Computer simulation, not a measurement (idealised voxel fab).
This section sets out a process module, namely voxel gate over fins.
It is cross-section cut that appears here, measuring 160 nm in width, its square cells being 5 nm in size.
In what follows, cross-sections appear as grids of square cells, described through bands that run from the top down, where every band is one or more rows of cells. Look at the band entry: it leads with the top's height and the bottom's height in nm. Then it lists the materials left to right, with a width in nm for each. The word "all across" on a single material says that material fills the band edge to edge. The word "air" is empty space. It should be noted that heights are counted from 0, beneath which the wafer as supplied is of one material throughout, and that the lowest band possesses no lower boundary but continues downward, as written in "0..down". Width "30..40": first value at the band's top row of cells, second value at its bottom row, equal change from row to row. You'll sometimes find "nothing changed" written for a step, and that's the way of saying that nowhere in the cross-section did a cell change during that step. Empty spaces without an open route to the top, at least 8 cells in extent, make up the entry "Trapped voids"; each is given as width x height at distance, where the distance is measured from the left edge, and all are in nm. Note: text after step settings on the step line = simulator remark on that step. overlay nm: step with mask; distance mask lay right of planned place; negative value = left of planned place.
-- Set out below are the planned steps of the process
1) op RECEIVE | material Si
2) op CONFORMAL_DEP | material SiN | thk nm 10
3) op MASKED_ETCH | tone cover | mask id FINS | width nm 15 | pitch nm 60 | etch materials SiN | depth nm 10 | overlay nm 0
4) op MASKED_ETCH | tone cover | mask id FINS | width nm 15 | pitch nm 60 | etch materials Si | depth nm 35 | overlay nm 0
5) op OXIDIZE | depth nm 5
6) op FILL_DEP | material SiO2 | thk nm 15
7) op CMP | height nm 10
8) op MASKED_ETCH | tone open | mask id RAIL | width nm 15 | etch materials SiO2 | depth nm 40 | overlay nm 0
9) op CONFORMAL_DEP | material TiN | thk nm 5
10) op FILL_DEP | material Ru | thk nm 5
11) op CMP | height nm 10
12) op SELECTIVE_ETCH | etch materials W Ru TiN | depth nm 25
13) op FILL_DEP | material SiO2 | thk nm 5
14) op CMP | height nm 10
15) op SELECTIVE_ETCH | etch materials SiO2 | depth nm 20
16) op STRIP | etch materials SiN
17) op CONFORMAL_DEP | material HfO2 | thk nm 5
18) op CONFORMAL_DEP | material TiN | thk nm 5
19) op CONFORMAL_DEP | material TiAl | thk nm 5
20) op CONFORMAL_DEP | material TiN | thk nm 5
21) op FILL_DEP | material W | thk nm 10
22) op CMP | height nm 25
23) op CONFORMAL_DEP | material SiN | thk nm 10
-- Wafer cross-section on receipt, i.e. after step 1
> 0..down  Si all across
> Trapped voids: none
-- Post-module cross-section of the first of two wafers (run per plan)
> 35..25  SiN all across
> 25..20  W all across
> 20..15  W: 25, TiN: 45, W: 15, TiN: 45, W: 30
> 15..10  W: 25, TiN: 5, TiAl: 35, TiN: 5, W: 15, TiN: 5, TiAl: 35, TiN: 5, W: 30
> 10..5  TiN: 30, TiAl: 5, TiN: 25, TiAl: 5, TiN: 25, TiAl: 5, TiN: 25, TiAl: 5, TiN: 35
> 5..0  TiAl: 35, TiN: 5, HfO2: 15, TiN: 5, TiAl: 35, TiN: 5, HfO2: 15, TiN: 5, TiAl: 40
> 0..-5  TiN: 40, HfO2: 5, Si: 5, HfO2: 5, TiN: 45, HfO2: 5, Si: 5, HfO2: 5, TiN: 45
> -5..-10  HfO2: 45, Si: 5, HfO2: 55, Si: 5, HfO2: 50
> -10..-15  SiO2: 45, Si: 5, SiO2: 55, Si: 5, SiO2: 50
> -15..-25  SiO2: 45, Si: 5, SiO2: 20, TiN: 5, Ru: 5, TiN: 5, SiO2: 20, Si: 5, SiO2: 50
> -25..-30  SiO2: 45, Si: 5, SiO2: 20, TiN: 15, SiO2: 20, Si: 5, SiO2: 50
> -30..-40  SiO2: 45, Si: 5, SiO2: 55, Si: 5, SiO2: 50
> -40..down  Si all across
> Trapped voids: none
-- So this is wafer number two of the two, cut at the end of the module - it started where the first did and had the same plan, we just got one thing wrong running it
> 35..25  SiN all across
> 25..20  W all across
> 20..15  TiN all across
> 15..10  TiAl all across
> 10..5  TiN: 45, TiAl: 5, TiN: 55, TiAl: 5, TiN: 50
> 5..0  HfO2: 40, TiN: 15, HfO2: 45, TiN: 15, HfO2: 45
> 0..-5  Si: 35, HfO2: 25, Si: 35, HfO2: 25, Si: 40
> -5..down  Si all across
> Trapped voids: none
Run error: step 3 did not happen as planned, as run it was op MASKED_ETCH | tone open | mask id FINS | width nm 15 | pitch nm 60 | etch materials SiN | depth nm 10 | overlay nm 0
At the finish, the second wafer shows more or fewer cells for some materials than the first does: 4 fewer of HfO2, 2 fewer of Ru, 230 more of Si, 171 fewer of SiO2, 6 fewer of TiAl, 19 fewer of TiN, 28 fewer of W
